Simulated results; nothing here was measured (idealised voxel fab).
process module | voxel lift off
cross-section cut | 200 nm wide | cells 5 nm
A cross-section is a grid of square cells, given in bands from the top down. A band is one or more rows of cells.
Each band's line starts with the height of the band's top and of its bottom, in nm. Then come its materials from left to right, each with its width in nm. One material with "throughout" fills the band from edge to edge. "air" is empty space.
Height 0 is the level under which the wafer as received is all one material. The lowest band goes on downwards, as in "0 down".
A width such as "30 to 40" changes by the same amount from each row of cells to the next, from the band's top row to its bottom row.
"no change" after a step means that no cell of the cross-section changed.
closed voids: empty space of 8 cells or more with no open way to the top, each as width x height at its distance from the left edge, in nm
after a step's settings: what the simulator itself notes on the step
overlay nm, on a step with a mask: how far to the right of its planned place the mask lay; to the left if negative
plan
1 op RECEIVE | material Si
2 op CONFORMAL_DEP | material SiN | thk nm 10
3 op PATTERN | tone open | mask id LINES | material resist | width nm 15 | pitch nm 40 | thk nm 30 | overlay nm 0
4 op DIRECTIONAL_DEP | material Ru | thk nm 15
5 op STRIP | etch materials resist
6 op CONFORMAL_DEP | material SiO2 | thk nm 10
as received, after step 1
  0 down: Si throughout
  closed voids: none
first wafer at the end, as planned
  35 to 25: air 60 | SiO2 35 | air 5 | SiO2 35 | air 65
  25 to 20: air 60 | SiO2 10 | Ru 15 | SiO2 10 | air 5 | SiO2 10 | Ru 15 | SiO2 10 | air 65
  20 to 10: SiO2 70 | Ru 15 | SiO2 25 | Ru 15 | SiO2 75
  10 to 0: SiN throughout
  0 down: Si throughout
  closed voids: none
second wafer at the end: like start, like plan, one mistake
  30 to 20: air 60 | SiO2 35 | air 5 | SiO2 35 | air 65
  20 to 10: SiO2 70 | Ru 15 | SiO2 25 | Ru 15 | SiO2 75
  10 to 0: SiN throughout
  0 down: Si throughout
  closed voids: none
what went wrong: step 4 ran as: op DIRECTIONAL_DEP | material Ru | thk nm 10
at the end the second wafer has, in cells: 6 fewer of Ru | 8 fewer of SiO2
